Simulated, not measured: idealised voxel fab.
A process module follows: voxel local oxidation.
Cross-section cut: width 190 nm, square cells of 5 nm.
Cross-section layout: square cells on a grid; listed as bands, top to bottom; a band spans one or more cell rows.
Each band's line starts with the height of the band's top and of its bottom, in nm. Then come its materials from left to right, each with its width in nm. One material with "throughout" fills the band from edge to edge. "air" is empty space.
Heights from 0 (as-received wafer is one material below). Bottom band endless downward, as "0 -> down".
A width such as "30 to 40" changes by the same amount from each row of cells to the next, from the band's top row to its bottom row.
It should be understood that the words "nothing altered", when stated for a given step, signify that the cross-section underwent no change in any of its cells during that step.
Sealed void list: empty space of 8 cells or more with no open way to the top, each as width x height at its distance from the left edge, in nm
Note: text after step settings on the step line = simulator remark on that step.
The setting "overlay nm" may be written on the line of a step. When the step uses a mask, the value reports how far to the right of the planned place the mask lay, and a negative value reports that it lay to the left.
## Process steps - plan
1: RECEIVE, material Si
2: CONFORMAL_DEP, material SiO2, thk nm 5
3: CONFORMAL_DEP, material SiN, thk nm 15
4: MASKED_ETCH, tone cover, mask id ACTIVE, width nm 105, etch materials SiN, depth nm 15, overlay nm 0
5: SELECTIVE_ETCH, etch materials SiO2, depth nm 5
6: OXIDIZE, depth nm 10
7: STRIP, etch materials SiN
## Cross-section of the wafer upon arrival, representing the state reached after step 1
    0 -> down = Si throughout
    Sealed void list: none
## Final wafer profile in cross-section after the module, from the same start and plan as above, with one mistake made during processing
    5 -> 0 = SiO2 35, air 115, SiO2 40
    0 -> -10 = Si 25, SiO2 135, Si 30
    -10 -> down = Si throughout
    Sealed void list: none
Processing error: step 4: run off-plan, actual operation and settings MASKED_ETCH, tone open, mask id ACTIVE, width nm 105, etch materials SiN, depth nm 15, overlay nm 0
